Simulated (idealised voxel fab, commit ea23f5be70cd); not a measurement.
Process module under the name voxel spacer lines
Shown is cross-section cut, with a width of 230 nm and square cells of size 5 nm.
If you're reading a cross-section in this doc, picture square cells in a grid; it comes to you as bands, top ones listed first down to the bottom, and a band can be one or more rows of cells.
Top, bottom (nm), then materials left to right with widths (nm); lone material tagged "throughout" fills the whole band edge to edge; "empty" = empty space.
For the purposes of this specification, 0 denotes the height below which the wafer in its as-received condition is composed wholly of one material, and the lowermost band, lacking a lower limit, extends downward without end, as expressed in "0 -> down".
The width entry "30..40" should be interpreted row by row: the top row of cells in the band takes the first number, the bottom row takes the second number, and the change between adjacent rows is uniform throughout.
Given "changes: none" for a step, no cell of the cross-section differs between before and after that step.
"Enclosed void entries" enumerates empty spaces isolated from the top, with no open way to it, that contain at least 8 cells, giving each as width x height at distance from the left edge, all three in nm.
Heads up: the bit after the settings on a step's line is the simulator's remark on that step.
For masked steps, "overlay nm" on the step line gives how far right of plan the mask actually lay; a minus sign means it lay to the left.
The remainder of this document consists of a sequence of paired cross-sections. Each pair presents the cross-section prior to one process step together with the cross-section following it, the latter being rendered only as deep as the lowest band that underwent change. The intervening step, together with its settings, is stated beneath each pair. Because the pairs may originate from different runs of this module on the same starting wafer, a given pair is to be read as continuing from the preceding pair only where its entry headed "Pre-process" so indicates.
[Pre-process]
	0 -> down | Si throughout
	Enclosed void entries: none
[Post-Step Cross-Section]
	10 -> 0 | Al2O3 throughout
	No changes below 0.
	Enclosed void entries: none
Step taken after the before cross-section and before the after cross-section above: CONFORMAL_DEP, material Al2O3, thk nm 10
Pre-process: we pick up right where the pair above leaves off, with its after cross-section.
[Post-Step Cross-Section]
	30 -> 10 | polySi throughout
	No changes below 10.
	Enclosed void entries: none
Step taken after the before cross-section and before the after cross-section above: DIRECTIONAL_DEP, material polySi, thk nm 20
Pre-process: we pick up right where the pair above leaves off, with its after cross-section.
[Post-Step Cross-Section]
	60 -> 30 | aC throughout
	No changes below 30.
	Enclosed void entries: none
Step taken after the before cross-section and before the after cross-section above: DIRECTIONAL_DEP, material aC, thk nm 30
Pre-process: we pick up right where the pair above leaves off, with its after cross-section.
[Post-Step Cross-Section]
	95 -> 60 | empty=70, resist=20, empty=50, resist=20, empty=70
	No changes below 60.
	Enclosed void entries: none
Step taken after the before cross-section and before the after cross-section above: PATTERN, tone cover, mask id MANDREL, material resist, width nm 20, pitch nm 70, thk nm 35, overlay nm 0
Pre-process: we pick up right where the pair above leaves off, with its after cross-section.
[Post-Step Cross-Section]
	65 -> 60 | empty=70, resist=20, empty=50, resist=20, empty=70
	60 -> 30 | empty=70, aC=20, empty=50, aC=20, empty=70
	No changes below 30.
	Enclosed void entries: none
Step taken after the before cross-section and before the after cross-section above: DIRECTIONAL_ETCH, etch materials aC, depth nm 30
Pre-process: we pick up right where the pair above leaves off, with its after cross-section.
[Post-Step Cross-Section]
	60 -> 30 | empty=70, aC=20, empty=50, aC=20, empty=70
	No changes below 30.
	Enclosed void entries: none
Step taken after the before cross-section and before the after cross-section above: STRIP, etch materials resist
Pre-process: we pick up right where the pair above leaves off, with its after cross-section.
[Post-Step Cross-Section]
	75 -> 60 | empty=55, SiO2=50, empty=20, SiO2=50, empty=55
	60 -> 45 | empty=55, SiO2=15, aC=20, SiO2=15, empty=20, SiO2=15, aC=20, SiO2=15, empty=55
	45 -> 30 | SiO2=70, aC=20, SiO2=50, aC=20, SiO2=70
	No changes below 30.
	Enclosed void entries: none
Step taken after the before cross-section and before the after cross-section above: CONFORMAL_DEP, material SiO2, thk nm 15
Pre-process: we pick up right where the pair above leaves off, with its after cross-section.
[Post-Step Cross-Section]
	60 -> 30 | empty=55, SiO2=15, aC=20, SiO2=15, empty=20, SiO2=15, aC=20, SiO2=15, empty=55
	No changes below 30.
	Enclosed void entries: none
Step taken after the before cross-section and before the after cross-section above: DIRECTIONAL_ETCH, etch materials SiO2, depth nm 15
Pre-process: we pick up right where the pair above leaves off, with its after cross-section.
[Post-Step Cross-Section]
	60 -> 30 | empty=55, SiO2=15, empty=20, SiO2=15, empty=20, SiO2=15, empty=20, SiO2=15, empty=55
	No changes below 30.
	Enclosed void entries: none
Step taken after the before cross-section and before the after cross-section above: STRIP, etch materials aC
Pre-process: we pick up right where the pair above leaves off, with its after cross-section.
[Post-Step Cross-Section]
	60 -> 30 | empty=55, SiO2=15, empty=20, SiO2=15, empty=20, SiO2=15, empty=20, SiO2=15, empty=55
	30 -> 10 | empty=55, polySi=15, empty=20, polySi=15, empty=20, polySi=15, empty=20, polySi=15, empty=55
	No changes below 10.
	Enclosed void entries: none
Step taken after the before cross-section and before the after cross-section above: DIRECTIONAL_ETCH, etch materials polySi, depth nm 20
Pre-process: we pick up right where the pair above leaves off, with its after cross-section.
[Post-Step Cross-Section]
	30 -> 10 | empty=55, polySi=15, empty=20, polySi=15, empty=20, polySi=15, empty=20, polySi=15, empty=55
	No changes below 10.
	Enclosed void entries: none
Step taken after the before cross-section and before the after cross-section above: STRIP, etch materials SiO2
Pre-process: we pick up right where the pair above leaves off, with its after cross-section.
[Post-Step Cross-Section]
	35 -> 30 | SiO2 throughout
	30 -> 10 | SiO2=55, polySi=15, SiO2=20, polySi=15, SiO2=20, polySi=15, SiO2=20, polySi=15, SiO2=55
	No changes below 10.
	Enclosed void entries: none
Step taken after the before cross-section and before the after cross-section above: FILL_DEP, material SiO2, thk nm 5
Pre-process: we pick up right where the pair above leaves off, with its after cross-section.
[Post-Step Cross-Section]
	30 -> 10 | SiO2=55, polySi=15, SiO2=20, polySi=15, SiO2=20, polySi=15, SiO2=20, polySi=15, SiO2=55
	No changes below 10.
	Enclosed void entries: none
Step taken after the before cross-section and before the after cross-section above: CMP, height nm 30
[Pre-process]
	60 -> 30 | empty=55, SiO2=15, empty=20, SiO2=15, empty=20, SiO2=15, empty=20, SiO2=15, empty=55
	30 -> 10 | empty=55, polySi=15, empty=20, polySi=15, empty=20, polySi=15, empty=20, polySi=15, empty=55
	10 -> 0 | Al2O3 throughout
	0 -> down | Si throughout
	Enclosed void entries: none
[Post-Step Cross-Section]
	65 -> 30 | SiO2 throughout
	30 -> 10 | SiO2=55, polySi=15, SiO2=20, polySi=15, SiO2=20, polySi=15, SiO2=20, polySi=15, SiO2=55
	No changes below 10.
	Enclosed void entries: none
Step taken after the before cross-section and before the after cross-section above: FILL_DEP, material SiO2, thk nm 5
Pre-process: we pick up right where the pair above leaves off, with its after cross-section.
[Post-Step Cross-Section]
	30 -> 10 | SiO2=55, polySi=15, SiO2=20, polySi=15, SiO2=20, polySi=15, SiO2=20, polySi=15, SiO2=55
	No changes below 10.
	Enclosed void entries: none
Step taken after the before cross-section and before the after cross-section above: CMP, height nm 30
[Pre-process]
	65 -> 60 | empty=70, resist=20, empty=50, resist=20, empty=70
	60 -> 30 | empty=70, aC=20, empty=50, aC=20, empty=70
	30 -> 10 | polySi throughout
	10 -> 0 | Al2O3 throughout
	0 -> down | Si throughout
	Enclosed void entries: none
[Post-Step Cross-Section]
	35 -> 30 | empty=70, aC=20, empty=50, aC=20, empty=70
	No changes below 30.
	Enclosed void entries: none
Step taken after the before cross-section and before the after cross-section above: DIRECTIONAL_ETCH, etch materials aC, depth nm 30
Pre-process: we pick up right where the pair above leaves off, with its after cross-section.
[Post-Step Cross-Section]
	50 -> 45 | empty=55, SiO2=50, empty=20, SiO2=50, empty=55
	45 -> 35 | SiO2 throughout
	35 -> 30 | SiO2=70, aC=20, SiO2=50, aC=20, SiO2=70
	No changes below 30.
	Enclosed void entries: none
Step taken after the before cross-section and before the after cross-section above: CONFORMAL_DEP, material SiO2, thk nm 15
Pre-process: we pick up right where the pair above leaves off, with its after cross-section.
[Post-Step Cross-Section]
	35 -> 30 | empty=55, SiO2=15, aC=20, SiO2=15, empty=20, SiO2=15, aC=20, SiO2=15, empty=55
	No changes below 30.
	Enclosed void entries: none
Step taken after the before cross-section and before the after cross-section above: DIRECTIONAL_ETCH, etch materials SiO2, depth nm 15
Pre-process: we pick up right where the pair above leaves off, with its after cross-section.
[Post-Step Cross-Section]
	35 -> 30 | empty=55, SiO2=15, empty=20, SiO2=15, empty=20, SiO2=15, empty=20, SiO2=15, empty=55
	No changes below 30.
	Enclosed void entries: none
Step taken after the before cross-section and before the after cross-section above: STRIP, etch materials aC
Pre-process: we pick up right where the pair above leaves off, with its after cross-section.
[Post-Step Cross-Section]
	35 -> 30 | empty=55, SiO2=15, empty=20, SiO2=15, empty=20, SiO2=15, empty=20, SiO2=15, empty=55
	30 -> 10 | empty=55, polySi=15, empty=20, polySi=15, empty=20, polySi=15, empty=20, polySi=15, empty=55
	No changes below 10.
	Enclosed void entries: none
Step taken after the before cross-section and before the after cross-section above: DIRECTIONAL_ETCH, etch materials polySi, depth nm 20
Pre-process: we pick up right where the pair above leaves off, with its after cross-section.
[Post-Step Cross-Section]
	30 -> 10 | empty=55, polySi=15, empty=20, polySi=15, empty=20, polySi=15, empty=20, polySi=15, empty=55
	No changes below 10.
	Enclosed void entries: none
Step taken after the before cross-section and before the after cross-section above: STRIP, etch materials SiO2
[Pre-process]
	0 -> down | Si throughout
	Enclosed void entries: none
[Post-Step Cross-Section]
	20 -> 0 | polySi throughout
	No changes below 0.
	Enclosed void entries: none
Step taken after the before cross-section and before the after cross-section above: DIRECTIONAL_DEP, material polySi, thk nm 20
Pre-process: we pick up right where the pair above leaves off, with its after cross-section.
[Post-Step Cross-Section]
	30 -> 20 | Al2O3 throughout
	No changes below 20.
	Enclosed void entries: none
Step taken after the before cross-section and before the after cross-section above: CONFORMAL_DEP, material Al2O3, thk nm 10
Pre-process: we pick up right where the pair above leaves off, with its after cross-section.
[Post-Step Cross-Section]
	60 -> 30 | aC throughout
	No changes below 30.
	Enclosed void entries: none
Step taken after the before cross-section and before the after cross-section above: DIRECTIONAL_DEP, material aC, thk nm 30
Pre-process: we pick up right where the pair above leaves off, with its after cross-section.
[Post-Step Cross-Section]
	95 -> 60 | empty=70, resist=20, empty=50, resist=20, empty=70
	No changes below 60.
	Enclosed void entries: none
Step taken after the before cross-section and before the after cross-section above: PATTERN, tone cover, mask id MANDREL, material resist, width nm 20, pitch nm 70, thk nm 35, overlay nm 0
Pre-process: we pick up right where the pair above leaves off, with its after cross-section.
[Post-Step Cross-Section]
	65 -> 60 | empty=70, resist=20, empty=50, resist=20, empty=70
	60 -> 30 | empty=70, aC=20, empty=50, aC=20, empty=70
	No changes below 30.
	Enclosed void entries: none
Step taken after the before cross-section and before the after cross-section above: DIRECTIONAL_ETCH, etch materials aC, depth nm 30
Pre-process: we pick up right where the pair above leaves off, with its after cross-section.
[Post-Step Cross-Section]
	60 -> 30 | empty=70, aC=20, empty=50, aC=20, empty=70
	No changes below 30.
	Enclosed void entries: none
Step taken after the before cross-section and before the after cross-section above: STRIP, etch materials resist
Pre-process: we pick up right where the pair above leaves off, with its after cross-section.
[Post-Step Cross-Section]
	75 -> 60 | empty=55, SiO2=50, empty=20, SiO2=50, empty=55
	60 -> 45 | empty=55, SiO2=15, aC=20, SiO2=15, empty=20, SiO2=15, aC=20, SiO2=15, empty=55
	45 -> 30 | SiO2=70, aC=20, SiO2=50, aC=20, SiO2=70
	No changes below 30.
	Enclosed void entries: none
Step taken after the before cross-section and before the after cross-section above: CONFORMAL_DEP, material SiO2, thk nm 15
Pre-process: we pick up right where the pair above leaves off, with its after cross-section.
[Post-Step Cross-Section]
	60 -> 30 | empty=55, SiO2=15, aC=20, SiO2=15, empty=20, SiO2=15, aC=20, SiO2=15, empty=55
	No changes below 30.
	Enclosed void entries: none
Step taken after the before cross-section and before the after cross-section above: DIRECTIONAL_ETCH, etch materials SiO2, depth nm 15
Pre-process: we pick up right where the pair above leaves off, with its after cross-section.
[Post-Step Cross-Section]
	60 -> 30 | empty=55, SiO2=15, empty=20, SiO2=15, empty=20, SiO2=15, empty=20, SiO2=15, empty=55
	No changes below 30.
	Enclosed void entries: none
Step taken after the before cross-section and before the after cross-section above: STRIP, etch materials aC
Pre-process: we pick up right where the pair above leaves off, with its after cross-section.
[Post-Step Cross-Section]
	30 -> 20 | Al2O3 throughout
	No changes below 20.
	Enclosed void entries: none
Step taken after the before cross-section and before the after cross-section above: STRIP, etch materials SiO2
Pre-process: we pick up right where the pair above leaves off, with its after cross-section.
[Post-Step Cross-Section]
	35 -> 30 | SiO2 throughout
	No changes below 30.
	Enclosed void entries: none
Step taken after the before cross-section and before the after cross-section above: FILL_DEP, material SiO2, thk nm 5
Pre-process: we pick up right where the pair above leaves off, with its after cross-section.
[Post-Step Cross-Section]
	30 -> 20 | Al2O3 throughout
	No changes below 20.
	Enclosed void entries: none
Step taken after the before cross-section and before the after cross-section above: CMP, height nm 30
[Pre-process]
	35 -> 30 | SiO2 throughout
	30 -> 10 | SiO2=55, polySi=15, SiO2=20, polySi=15, SiO2=20, polySi=15, SiO2=20, polySi=15, SiO2=55
	10 -> 0 | Al2O3 throughout
	0 -> down | Si throughout
	Enclosed void entries: none
[Post-Step Cross-Section]
	20 -> 10 | SiO2=55, polySi=15, SiO2=20, polySi=15, SiO2=20, polySi=15, SiO2=20, polySi=15, SiO2=55
	No changes below 10.
	Enclosed void entries: none
Step taken after the before cross-section and before the after cross-section above: CMP, height nm 20
[Pre-process]
	60 -> 30 | aC throughout
	30 -> 10 | polySi throughout
	10 -> 0 | Al2O3 throughout
	0 -> down | Si throughout
	Enclosed void entries: none
[Post-Step Cross-Section]
	95 -> 60 | empty=75, resist=15, empty=55, resist=15, empty=70
	No changes below 60.
	Enclosed void entries: none
Step taken after the before cross-section and before the after cross-section above: PATTERN, tone cover, mask id MANDREL, material resist, width nm 15, pitch nm 70, thk nm 35, overlay nm 0
Pre-process: we pick up right where the pair above leaves off, with its after cross-section.
[Post-Step Cross-Section]
	65 -> 60 | empty=75, resist=15, empty=55, resist=15, empty=70
	60 -> 30 | empty=75, aC=15, empty=55, aC=15, empty=70
	No changes below 30.
	Enclosed void entries: none
Step taken after the before cross-section and before the after cross-section above: DIRECTIONAL_ETCH, etch materials aC, depth nm 30
Pre-process: we pick up right where the pair above leaves off, with its after cross-section.
[Post-Step Cross-Section]
	60 -> 30 | empty=75, aC=15, empty=55, aC=15, empty=70
	No changes below 30.
	Enclosed void entries: none
Step taken after the before cross-section and before the after cross-section above: STRIP, etch materials resist
Pre-process: we pick up right where the pair above leaves off, with its after cross-section.
[Post-Step Cross-Section]
	75 -> 60 | empty=60, SiO2=45, empty=25, SiO2=45, empty=55
	60 -> 45 | empty=60, SiO2=15, aC=15, SiO2=15, empty=25, SiO2=15, aC=15, SiO2=15, empty=55
	45 -> 30 | SiO2=75, aC=15, SiO2=55, aC=15, SiO2=70
	No changes below 30.
	Enclosed void entries: none
Step taken after the before cross-section and before the after cross-section above: CONFORMAL_DEP, material SiO2, thk nm 15
Pre-process: we pick up right where the pair above leaves off, with its after cross-section.
[Post-Step Cross-Section]
	60 -> 30 | empty=60, SiO2=15, aC=15, SiO2=15, empty=25, SiO2=15, aC=15, SiO2=15, empty=55
	No changes below 30.
	Enclosed void entries: none
Step taken after the before cross-section and before the after cross-section above: DIRECTIONAL_ETCH, etch materials SiO2, depth nm 15
Pre-process: we pick up right where the pair above leaves off, with its after cross-section.
[Post-Step Cross-Section]
	60 -> 30 | empty=60, SiO2=15, empty=15, SiO2=15, empty=25, SiO2=15, empty=15, SiO2=15, empty=55
	No changes below 30.
	Enclosed void entries: none
Step taken after the before cross-section and before the after cross-section above: STRIP, etch materials aC
Pre-process: we pick up right where the pair above leaves off, with its after cross-section.
[Post-Step Cross-Section]
	60 -> 30 | empty=60, SiO2=15, empty=15, SiO2=15, empty=25, SiO2=15, empty=15, SiO2=15, empty=55
	30 -> 10 | empty=60, polySi=15, empty=15, polySi=15, empty=25, polySi=15, empty=15, polySi=15, empty=55
	No changes below 10.
	Enclosed void entries: none
Step taken after the before cross-section and before the after cross-section above: DIRECTIONAL_ETCH, etch materials polySi, depth nm 20
Pre-process: we pick up right where the pair above leaves off, with its after cross-section.
[Post-Step Cross-Section]
	30 -> 10 | empty=60, polySi=15, empty=15, polySi=15, empty=25, polySi=15, empty=15, polySi=15, empty=55
	No changes below 10.
	Enclosed void entries: none
Step taken after the before cross-section and before the after cross-section above: STRIP, etch materials SiO2
Pre-process: we pick up right where the pair above leaves off, with its after cross-section.
[Post-Step Cross-Section]
	35 -> 30 | SiO2 throughout
	30 -> 10 | SiO2=60, polySi=15, SiO2=15, polySi=15, SiO2=25, polySi=15, SiO2=15, polySi=15, SiO2=55
	No changes below 10.
	Enclosed void entries: none
Step taken after the before cross-section and before the after cross-section above: FILL_DEP, material SiO2, thk nm 5
Pre-process: we pick up right where the pair above leaves off, with its after cross-section.
[Post-Step Cross-Section]
	30 -> 10 | SiO2=60, polySi=15, SiO2=15, polySi=15, SiO2=25, polySi=15, SiO2=15, polySi=15, SiO2=55
	No changes below 10.
	Enclosed void entries: none
Step taken after the before cross-section and before the after cross-section above: CMP, height nm 30
[Pre-process]
	60 -> 30 | aC throughout
	30 -> 10 | polySi throughout
	10 -> 0 | Al2O3 throughout
	0 -> down | Si throughout
	Enclosed void entries: none
[Post-Step Cross-Section]
	95 -> 60 | empty=60, resist=20, empty=50, resist=20, empty=80
	No changes below 60.
	Enclosed void entries: none
Step taken after the before cross-section and before the after cross-section above: PATTERN, tone cover, mask id MANDREL, material resist, width nm 20, pitch nm 70, thk nm 35, overlay nm -10
Pre-process: we pick up right where the pair above leaves off, with its after cross-section.
[Post-Step Cross-Section]
	65 -> 60 | empty=60, resist=20, empty=50, resist=20, empty=80
	60 -> 30 | empty=60, aC=20, empty=50, aC=20, empty=80
	No changes below 30.
	Enclosed void entries: none
Step taken after the before cross-section and before the after cross-section above: DIRECTIONAL_ETCH, etch materials aC, depth nm 30
Pre-process: we pick up right where the pair above leaves off, with its after cross-section.
[Post-Step Cross-Section]
	60 -> 30 | empty=60, aC=20, empty=50, aC=20, empty=80
	No changes below 30.
	Enclosed void entries: none
Step taken after the before cross-section and before the after cross-section above: STRIP, etch materials resist
Pre-process: we pick up right where the pair above leaves off, with its after cross-section.
[Post-Step Cross-Section]
	75 -> 60 | empty=45, SiO2=50, empty=20, SiO2=50, empty=65
	60 -> 45 | empty=45, SiO2=15, aC=20, SiO2=15, empty=20, SiO2=15, aC=20, SiO2=15, empty=65
	45 -> 30 | SiO2=60, aC=20, SiO2=50, aC=20, SiO2=80
	No changes below 30.
	Enclosed void entries: none
Step taken after the before cross-section and before the after cross-section above: CONFORMAL_DEP, material SiO2, thk nm 15
Pre-process: we pick up right where the pair above leaves off, with its after cross-section.
[Post-Step Cross-Section]
	60 -> 30 | empty=45, SiO2=15, aC=20, SiO2=15, empty=20, SiO2=15, aC=20, SiO2=15, empty=65
	No changes below 30.
	Enclosed void entries: none
Step taken after the before cross-section and before the after cross-section above: DIRECTIONAL_ETCH, etch materials SiO2, depth nm 15
Pre-process: we pick up right where the pair above leaves off, with its after cross-section.
[Post-Step Cross-Section]
	60 -> 30 | empty=45, SiO2=15, empty=20, SiO2=15, empty=20, SiO2=15, empty=20, SiO2=15, empty=65
	No changes below 30.
	Enclosed void entries: none
Step taken after the before cross-section and before the after cross-section above: STRIP, etch materials aC
Pre-process: we pick up right where the pair above leaves off, with its after cross-section.
[Post-Step Cross-Section]
	60 -> 30 | empty=45, SiO2=15, empty=20, SiO2=15, empty=20, SiO2=15, empty=20, SiO2=15, empty=65
	30 -> 10 | empty=45, polySi=15, empty=20, polySi=15, empty=20, polySi=15, empty=20, polySi=15, empty=65
	No changes below 10.
	Enclosed void entries: none
Step taken after the before cross-section and before the after cross-section above: DIRECTIONAL_ETCH, etch materials polySi, depth nm 20
Pre-process: we pick up right where the pair above leaves off, with its after cross-section.
[Post-Step Cross-Section]
	30 -> 10 | empty=45, polySi=15, empty=20, polySi=15, empty=20, polySi=15, empty=20, polySi=15, empty=65
	No changes below 10.
	Enclosed void entries: none
Step taken after the before cross-section and before the after cross-section above: STRIP, etch materials SiO2
Pre-process: we pick up right where the pair above leaves off, with its after cross-section.
[Post-Step Cross-Section]
	35 -> 30 | SiO2 throughout
	30 -> 10 | SiO2=45, polySi=15, SiO2=20, polySi=15, SiO2=20, polySi=15, SiO2=20, polySi=15, SiO2=65
	No changes below 10.
	Enclosed void entries: none
Step taken after the before cross-section and before the after cross-section above: FILL_DEP, material SiO2, thk nm 5
Pre-process: we pick up right where the pair above leaves off, with its after cross-section.
[Post-Step Cross-Section]
	30 -> 10 | SiO2=45, polySi=15, SiO2=20, polySi=15, SiO2=20, polySi=15, SiO2=20, polySi=15, SiO2=65
	No changes below 10.
	Enclosed void entries: none
Step taken after the before cross-section and before the after cross-section above: CMP, height nm 30
[Pre-process]
	0 -> down | Si throughout
	Enclosed void entries: none
[Post-Step Cross-Section]
	10 -> 0 | aC throughout
	No changes below 0.
	Enclosed void entries: none
Step taken after the before cross-section and before the after cross-section above: CONFORMAL_DEP, material aC, thk nm 10
Pre-process: we pick up right where the pair above leaves off, with its after cross-section.
[Post-Step Cross-Section]
	30 -> 10 | polySi throughout
	No changes below 10.
	Enclosed void entries: none
Step taken after the before cross-section and before the after cross-section above: DIRECTIONAL_DEP, material polySi, thk nm 20
Pre-process: we pick up right where the pair above leaves off, with its after cross-section.
[Post-Step Cross-Section]
	60 -> 30 | aC throughout
	No changes below 30.
	Enclosed void entries: none
Step taken after the before cross-section and before the after cross-section above: DIRECTIONAL_DEP, material aC, thk nm 30
Pre-process: we pick up right where the pair above leaves off, with its after cross-section.
[Post-Step Cross-Section]
	95 -> 60 | empty=70, resist=20, empty=50, resist=20, empty=70
	No changes below 60.
	Enclosed void entries: none
Step taken after the before cross-section and before the after cross-section above: PATTERN, tone cover, mask id MANDREL, material resist, width nm 20, pitch nm 70, thk nm 35, overlay nm 0
Pre-process: we pick up right where the pair above leaves off, with its after cross-section.
[Post-Step Cross-Section]
	65 -> 60 | empty=70, resist=20, empty=50, resist=20, empty=70
	60 -> 30 | empty=70, aC=20, empty=50, aC=20, empty=70
	No changes below 30.
	Enclosed void entries: none
Step taken after the before cross-section and before the after cross-section above: DIRECTIONAL_ETCH, etch materials aC, depth nm 30
Pre-process: we pick up right where the pair above leaves off, with its after cross-section.
[Post-Step Cross-Section]
	60 -> 30 | empty=70, aC=20, empty=50, aC=20, empty=70
	No changes below 30.
	Enclosed void entries: none
Step taken after the before cross-section and before the after cross-section above: STRIP, etch materials resist
Pre-process: we pick up right where the pair above leaves off, with its after cross-section.
[Post-Step Cross-Section]
	75 -> 60 | empty=55, SiO2=50, empty=20, SiO2=50, empty=55
	60 -> 45 | empty=55, SiO2=15, aC=20, SiO2=15, empty=20, SiO2=15, aC=20, SiO2=15, empty=55
	45 -> 30 | SiO2=70, aC=20, SiO2=50, aC=20, SiO2=70
	No changes below 30.
	Enclosed void entries: none
Step taken after the before cross-section and before the after cross-section above: CONFORMAL_DEP, material SiO2, thk nm 15
Pre-process: we pick up right where the pair above leaves off, with its after cross-section.
[Post-Step Cross-Section]
	60 -> 30 | empty=55, SiO2=15, aC=20, SiO2=15, empty=20, SiO2=15, aC=20, SiO2=15, empty=55
	No changes below 30.
	Enclosed void entries: none
Step taken after the before cross-section and before the after cross-section above: DIRECTIONAL_ETCH, etch materials SiO2, depth nm 15
Pre-process: we pick up right where the pair above leaves off, with its after cross-section.
[Post-Step Cross-Section]
	60 -> 30 | empty=55, SiO2=15, empty=20, SiO2=15, empty=20, SiO2=15, empty=20, SiO2=15, empty=55
	No changes below 30.
	Enclosed void entries: none
Step taken after the before cross-section and before the after cross-section above: STRIP, etch materials aC
Pre-process: we pick up right where the pair above leaves off, with its after cross-section.
[Post-Step Cross-Section]
	60 -> 30 | empty=55, SiO2=15, empty=20, SiO2=15, empty=20, SiO2=15, empty=20, SiO2=15, empty=55
	30 -> 10 | empty=55, polySi=15, empty=20, polySi=15, empty=20, polySi=15, empty=20, polySi=15, empty=55
	No changes below 10.
	Enclosed void entries: none
Step taken after the before cross-section and before the after cross-section above: DIRECTIONAL_ETCH, etch materials polySi, depth nm 20
Pre-process: we pick up right where the pair above leaves off, with its after cross-section.
[Post-Step Cross-Section]
	30 -> 10 | empty=55, polySi=15, empty=20, polySi=15, empty=20, polySi=15, empty=20, polySi=15, empty=55
	No changes below 10.
	Enclosed void entries: none
Step taken after the before cross-section and before the after cross-section above: STRIP, etch materials SiO2
Pre-process: we pick up right where the pair above leaves off, with its after cross-section.
[Post-Step Cross-Section]
	35 -> 30 | SiO2 throughout
	30 -> 10 | SiO2=55, polySi=15, SiO2=20, polySi=15, SiO2=20, polySi=15, SiO2=20, polySi=15, SiO2=55
	No changes below 10.
	Enclosed void entries: none
Step taken after the before cross-section and before the after cross-section above: FILL_DEP, material SiO2, thk nm 5
Pre-process: we pick up right where the pair above leaves off, with its after cross-section.
[Post-Step Cross-Section]
	30 -> 10 | SiO2=55, polySi=15, SiO2=20, polySi=15, SiO2=20, polySi=15, SiO2=20, polySi=15, SiO2=55
	No changes below 10.
	Enclosed void entries: none
Step taken after the before cross-section and before the after cross-section above: CMP, height nm 30
